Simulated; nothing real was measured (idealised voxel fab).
Process module name: voxel ribs on slabs
FYI the section here is cut, 280 nm wide, cells are 5 nm squares.
Cross-section = grid of square cells, listed top down in bands; band = one or more rows. Band: top and bottom heights (nm) first, top before bottom; then materials from left to right, widths in nm. "edge to edge" marks a sole material filling the band edge to edge. "blank" denotes empty space. Height 0 is the level under which the wafer as received is all one material. The lowest band goes on downwards, as in "from 0 down". So if you see something like "30 to 40" for the width, read it as the top row of the band sitting at the first number and the bottom row at the second, with every row in between moving by the same amount as the last. Take "nothing altered" at face value: in the step it is given for, the cross-section changed in none of its cells. "Closed void entries" specifies each empty space that is not open to the top and that occupies no fewer than 8 cells, using the form width x height at distance, the distance measured from the left edge and all three quantities in nm. If you see something after the settings on a step's line, that's the simulator's own remark about that step. The setting "overlay nm" may be written on the line of a step. When the step uses a mask, the value reports how far to the right of the planned place the mask lay, and a negative value reports that it lay to the left.

**List of planned process steps**
- 1: RECEIVE: material Si
- 2: DIRECTIONAL_DEP: material SiO2, thk nm 30
- 3: DIRECTIONAL_DEP: material SiN, thk nm 20
- 4: PATTERN: tone cover, mask id RIB, material resist, width nm 15, thk nm 15, overlay nm 0
- 5: DIRECTIONAL_ETCH: etch materials SiN, depth nm 10
- 6: STRIP: etch materials resist
- 7: MASKED_ETCH: tone cover, mask id SLAB, width nm 35, etch materials SiN, depth nm 10, overlay nm 0
- 8: FILL_DEP: material SiO2, thk nm 20
- 9: CMP: height nm 60
- 10: DIRECTIONAL_DEP: material W, thk nm 5
- 11: MASKED_ETCH: tone cover, mask id HEATER, width nm 25, etch materials W, depth nm 5, overlay nm 0
- 12: CONFORMAL_DEP: material SiO2, thk nm 5
All wafers enter the flow in the same state. The width nm at step 7 differs from wafer to wafer, and the plan gives the value for the first wafer.

**Cut through the first of several wafers as received, post step 1**
  from 0 down  Si edge to edge
  Closed void entries: none

**Take a look at the first of several wafers in cross-section: the module is done, and step 12 was its last step**
  from 70 to 65  blank (120); SiO2 (35); blank (125)
  from 65 to 60  SiO2 (125); W (25); SiO2 (130)
  from 60 to 50  SiO2 edge to edge
  from 50 to 40  SiO2 (130); SiN (15); SiO2 (135)
  from 40 to 30  SiO2 (120); SiN (35); SiO2 (125)
  from 30 to 0  SiO2 edge to edge
  from 0 down  Si edge to edge
  Closed void entries: none

**The module's end: a cross-section of the last wafer**
  from 70 to 65  blank (120); SiO2 (35); blank (125)
  from 65 to 60  SiO2 (125); W (25); SiO2 (130)
  from 60 to 50  SiO2 edge to edge
  from 50 to 40  SiO2 (130); SiN (15); SiO2 (135)
  from 40 to 30  SiO2 (110); SiN (60); SiO2 (110)
  from 30 to 0  SiO2 edge to edge
  from 0 down  Si edge to edge
  Closed void entries: none

**wafer rows; end of module; cells per material since receipt: (+) gained, (-) lost; then closed voids**
width nm 35; +20 SiN; +710 SiO2; +5 W; Closed void entries: none
width nm 40; +22 SiN; +708 SiO2; +5 W; Closed void entries: none
width nm 45; +24 SiN; +706 SiO2; +5 W; Closed void entries: none
width nm 50; +26 SiN; +704 SiO2; +5 W; Closed void entries: none
width nm 55; +28 SiN; +702 SiO2; +5 W; Closed void entries: none
width nm 60; +30 SiN; +700 SiO2; +5 W; Closed void entries: none
